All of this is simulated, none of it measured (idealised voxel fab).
process module | voxel self aligned contacts
cross-section cut | 225 nm wide | cells 5 nm
A cross-section is a grid of square cells, given in bands from the top down. A band is one or more rows of cells.
Each band's line starts with the height of the band's top and of its bottom, in nm. Then come its materials from left to right, each with its width in nm. One material with "throughout" fills the band from edge to edge. "air" is empty space.
Height 0 is the level under which the wafer as received is all one material. The lowest band goes on downwards, as in "0 down".
A width such as "30 to 40" changes by the same amount from each row of cells to the next, from the band's top row to its bottom row.
"no change" after a step means that no cell of the cross-section changed.
closed voids: empty space of 8 cells or more with no open way to the top, each as width x height at its distance from the left edge, in nm
after a step's settings: what the simulator itself notes on the step
overlay nm, on a step with a mask: how far to the right of its planned place the mask lay; to the left if negative
plan
1 op RECEIVE | material Si
2 op OXIDIZE | depth nm 5
3 op DIRECTIONAL_DEP | material polySi | thk nm 20
4 op DIRECTIONAL_DEP | material SiN | thk nm 25
5 op DIRECTIONAL_DEP | material aC | thk nm 10
6 op PATTERN | tone cover | mask id GATE | material resist | width nm 25 | pitch nm 70 | thk nm 25 | overlay nm 0
7 op DIRECTIONAL_ETCH | etch materials aC | depth nm 10
8 op STRIP | etch materials resist
9 op DIRECTIONAL_ETCH | etch materials SiN | depth nm 25
10 op DIRECTIONAL_ETCH | etch materials polySi | depth nm 20
11 op STRIP | etch materials aC
12 op CONFORMAL_DEP | material SiN | thk nm 10
13 op DIRECTIONAL_ETCH | etch materials SiN | depth nm 10
14 op FILL_DEP | material SiO2 | thk nm 15
15 op CMP | height nm 50
16 op DIRECTIONAL_DEP | material aC | thk nm 10
17 op PATTERN | tone open | mask id CONTACT | material resist | width nm 55 | pitch nm 70 | thk nm 30 | overlay nm 0
18 op DIRECTIONAL_ETCH | etch materials aC | depth nm 10
19 op STRIP | etch materials resist
20 op DIRECTIONAL_ETCH | etch materials SiO2 | depth nm 55
21 op STRIP | etch materials aC
22 op CONFORMAL_DEP | material TiN | thk nm 5
23 op FILL_DEP | material Ru | thk nm 10
24 op CMP | height nm 50
25 op CONFORMAL_DEP | material SiN | thk nm 5
first wafer, as planned
as received, after step 1
  0 down: Si throughout
  closed voids: none
after step 2
  0 to -5: SiO2 throughout
  below -5: unchanged
after step 3
  20 to 0: polySi throughout
  below 0: unchanged
after step 4
  45 to 20: SiN throughout
  below 20: unchanged
after step 5
  55 to 45: aC throughout
  below 45: unchanged
after step 6
  80 to 55: air 30 | resist 25 | air 45 | resist 25 | air 45 | resist 25 | air 30
  below 55: unchanged
after step 7
  70 to 55: air 30 | resist 25 | air 45 | resist 25 | air 45 | resist 25 | air 30
  55 to 45: air 30 | aC 25 | air 45 | aC 25 | air 45 | aC 25 | air 30
  below 45: unchanged
after step 8
  55 to 45: air 30 | aC 25 | air 45 | aC 25 | air 45 | aC 25 | air 30
  below 45: unchanged
after step 9
  55 to 45: air 30 | aC 25 | air 45 | aC 25 | air 45 | aC 25 | air 30
  45 to 20: air 30 | SiN 25 | air 45 | SiN 25 | air 45 | SiN 25 | air 30
  below 20: unchanged
after step 10
  55 to 45: air 30 | aC 25 | air 45 | aC 25 | air 45 | aC 25 | air 30
  45 to 20: air 30 | SiN 25 | air 45 | SiN 25 | air 45 | SiN 25 | air 30
  20 to 0: air 30 | polySi 25 | air 45 | polySi 25 | air 45 | polySi 25 | air 30
  below 0: unchanged
after step 11
  45 to 20: air 30 | SiN 25 | air 45 | SiN 25 | air 45 | SiN 25 | air 30
  below 20: unchanged
after step 12
  55 to 20: air 20 | SiN 45 | air 25 | SiN 45 | air 25 | SiN 45 | air 20
  20 to 10: air 20 | SiN 10 | polySi 25 | SiN 10 | air 25 | SiN 10 | polySi 25 | SiN 10 | air 25 | SiN 10 | polySi 25 | SiN 10 | air 20
  10 to 0: SiN 30 | polySi 25 | SiN 45 | polySi 25 | SiN 45 | polySi 25 | SiN 30
  below 0: unchanged
after step 13
  45 to 20: air 20 | SiN 45 | air 25 | SiN 45 | air 25 | SiN 45 | air 20
  20 to 0: air 20 | SiN 10 | polySi 25 | SiN 10 | air 25 | SiN 10 | polySi 25 | SiN 10 | air 25 | SiN 10 | polySi 25 | SiN 10 | air 20
  below 0: unchanged
after step 14
  60 to 45: SiO2 throughout
  45 to 20: SiO2 20 | SiN 45 | SiO2 25 | SiN 45 | SiO2 25 | SiN 45 | SiO2 20
  20 to 0: SiO2 20 | SiN 10 | polySi 25 | SiN 10 | SiO2 25 | SiN 10 | polySi 25 | SiN 10 | SiO2 25 | SiN 10 | polySi 25 | SiN 10 | SiO2 20
  below 0: unchanged
after step 15
  50 to 45: SiO2 throughout
  below 45: unchanged
after step 16
  60 to 50: aC throughout
  below 50: unchanged
after step 17
  90 to 60: resist 50 | air 55 | resist 15 | air 55 | resist 50
  below 60: unchanged
after step 18
  80 to 60: resist 50 | air 55 | resist 15 | air 55 | resist 50
  60 to 50: aC 50 | air 55 | aC 15 | air 55 | aC 50
  below 50: unchanged
after step 19
  60 to 50: aC 50 | air 55 | aC 15 | air 55 | aC 50
  below 50: unchanged
after step 20
  60 to 50: aC 50 | air 55 | aC 15 | air 55 | aC 50
  50 to 45: SiO2 50 | air 55 | SiO2 15 | air 55 | SiO2 50
  45 to 20: SiO2 20 | SiN 45 | air 25 | SiN 45 | air 25 | SiN 45 | SiO2 20
  20 to 0: SiO2 20 | SiN 10 | polySi 25 | SiN 10 | air 25 | SiN 10 | polySi 25 | SiN 10 | air 25 | SiN 10 | polySi 25 | SiN 10 | SiO2 20
  0 to -5: SiO2 65 | air 25 | SiO2 45 | air 25 | SiO2 65
  below -5: unchanged
after step 21
  50 to 45: SiO2 50 | air 55 | SiO2 15 | air 55 | SiO2 50
  below 45: unchanged
after step 22
  55 to 50: TiN 55 | air 45 | TiN 25 | air 45 | TiN 55
  50 to 45: SiO2 50 | TiN 20 | air 15 | TiN 20 | SiO2 15 | TiN 20 | air 15 | TiN 20 | SiO2 50
  45 to 20: SiO2 20 | SiN 45 | TiN 5 | air 15 | TiN 5 | SiN 45 | TiN 5 | air 15 | TiN 5 | SiN 45 | SiO2 20
  20 to 0: SiO2 20 | SiN 10 | polySi 25 | SiN 10 | TiN 5 | air 15 | TiN 5 | SiN 10 | polySi 25 | SiN 10 | TiN 5 | air 15 | TiN 5 | SiN 10 | polySi 25 | SiN 10 | SiO2 20
  0 to -5: SiO2 65 | TiN 25 | SiO2 45 | TiN 25 | SiO2 65
  below -5: unchanged
after step 23
  65 to 55: Ru throughout
  55 to 50: TiN 55 | Ru 45 | TiN 25 | Ru 45 | TiN 55
  50 to 45: SiO2 50 | TiN 20 | Ru 15 | TiN 20 | SiO2 15 | TiN 20 | Ru 15 | TiN 20 | SiO2 50
  45 to 20: SiO2 20 | SiN 45 | TiN 5 | Ru 15 | TiN 5 | SiN 45 | TiN 5 | Ru 15 | TiN 5 | SiN 45 | SiO2 20
  20 to 0: SiO2 20 | SiN 10 | polySi 25 | SiN 10 | TiN 5 | Ru 15 | TiN 5 | SiN 10 | polySi 25 | SiN 10 | TiN 5 | Ru 15 | TiN 5 | SiN 10 | polySi 25 | SiN 10 | SiO2 20
  below 0: unchanged
after step 24
  50 to 45: SiO2 50 | TiN 20 | Ru 15 | TiN 20 | SiO2 15 | TiN 20 | Ru 15 | TiN 20 | SiO2 50
  below 45: unchanged
after step 25
  55 to 50: SiN throughout
  below 50: unchanged
second wafer: like start, like plan, one mistake. Through step 11 it matches the first wafer
when step 12 should have ended
  35 to 20: air 30 | SiN 25 | air 45 | SiN 25 | air 45 | SiN 25 | air 30
  below 20: unchanged
when step 13 should have ended
  45 to 20: air 20 | SiN 45 | air 25 | SiN 45 | air 25 | SiN 45 | air 20
  20 to 10: air 20 | SiN 10 | polySi 25 | SiN 10 | air 25 | SiN 10 | polySi 25 | SiN 10 | air 25 | SiN 10 | polySi 25 | SiN 10 | air 20
  10 to 0: SiN 30 | polySi 25 | SiN 45 | polySi 25 | SiN 45 | polySi 25 | SiN 30
  below 0: unchanged
when step 14 should have ended
  60 to 45: SiO2 throughout
  45 to 20: SiO2 20 | SiN 45 | SiO2 25 | SiN 45 | SiO2 25 | SiN 45 | SiO2 20
  20 to 10: SiO2 20 | SiN 10 | polySi 25 | SiN 10 | SiO2 25 | SiN 10 | polySi 25 | SiN 10 | SiO2 25 | SiN 10 | polySi 25 | SiN 10 | SiO2 20
  below 10: unchanged
when step 15 should have ended
  50 to 45: SiO2 throughout
  below 45: unchanged
when step 16 should have ended
  60 to 50: aC throughout
  below 50: unchanged
when step 17 should have ended
  90 to 60: resist 50 | air 55 | resist 15 | air 55 | resist 50
  below 60: unchanged
when step 18 should have ended
  80 to 60: resist 50 | air 55 | resist 15 | air 55 | resist 50
  60 to 50: aC 50 | air 55 | aC 15 | air 55 | aC 50
  below 50: unchanged
when step 19 should have ended
  60 to 50: aC 50 | air 55 | aC 15 | air 55 | aC 50
  below 50: unchanged
when step 20 should have ended
  60 to 50: aC 50 | air 55 | aC 15 | air 55 | aC 50
  50 to 45: SiO2 50 | air 55 | SiO2 15 | air 55 | SiO2 50
  45 to 20: SiO2 20 | SiN 45 | air 25 | SiN 45 | air 25 | SiN 45 | SiO2 20
  20 to 10: SiO2 20 | SiN 10 | polySi 25 | SiN 10 | air 25 | SiN 10 | polySi 25 | SiN 10 | air 25 | SiN 10 | polySi 25 | SiN 10 | SiO2 20
  below 10: unchanged
when step 21 should have ended
  50 to 45: SiO2 50 | air 55 | SiO2 15 | air 55 | SiO2 50
  below 45: unchanged
when step 22 should have ended
  55 to 50: TiN 55 | air 45 | TiN 25 | air 45 | TiN 55
  50 to 45: SiO2 50 | TiN 20 | air 15 | TiN 20 | SiO2 15 | TiN 20 | air 15 | TiN 20 | SiO2 50
  45 to 20: SiO2 20 | SiN 45 | TiN 5 | air 15 | TiN 5 | SiN 45 | TiN 5 | air 15 | TiN 5 | SiN 45 | SiO2 20
  20 to 15: SiO2 20 | SiN 10 | polySi 25 | SiN 10 | TiN 5 | air 15 | TiN 5 | SiN 10 | polySi 25 | SiN 10 | TiN 5 | air 15 | TiN 5 | SiN 10 | polySi 25 | SiN 10 | SiO2 20
  15 to 10: SiO2 20 | SiN 10 | polySi 25 | SiN 10 | TiN 25 | SiN 10 | polySi 25 | SiN 10 | TiN 25 | SiN 10 | polySi 25 | SiN 10 | SiO2 20
  below 10: unchanged
when step 23 should have ended
  65 to 55: Ru throughout
  55 to 50: TiN 55 | Ru 45 | TiN 25 | Ru 45 | TiN 55
  50 to 45: SiO2 50 | TiN 20 | Ru 15 | TiN 20 | SiO2 15 | TiN 20 | Ru 15 | TiN 20 | SiO2 50
  45 to 20: SiO2 20 | SiN 45 | TiN 5 | Ru 15 | TiN 5 | SiN 45 | TiN 5 | Ru 15 | TiN 5 | SiN 45 | SiO2 20
  20 to 15: SiO2 20 | SiN 10 | polySi 25 | SiN 10 | TiN 5 | Ru 15 | TiN 5 | SiN 10 | polySi 25 | SiN 10 | TiN 5 | Ru 15 | TiN 5 | SiN 10 | polySi 25 | SiN 10 | SiO2 20
  below 15: unchanged
when step 24 should have ended
  50 to 45: SiO2 50 | TiN 20 | Ru 15 | TiN 20 | SiO2 15 | TiN 20 | Ru 15 | TiN 20 | SiO2 50
  below 45: unchanged
when step 25 should have ended
  55 to 50: SiN throughout
  below 50: unchanged
what went wrong: steps 12 and 13 were swapped
at the end the second wafer has, in cells: 18 fewer of Ru | 36 more of SiN | 6 fewer of SiO2 | 12 fewer of TiN
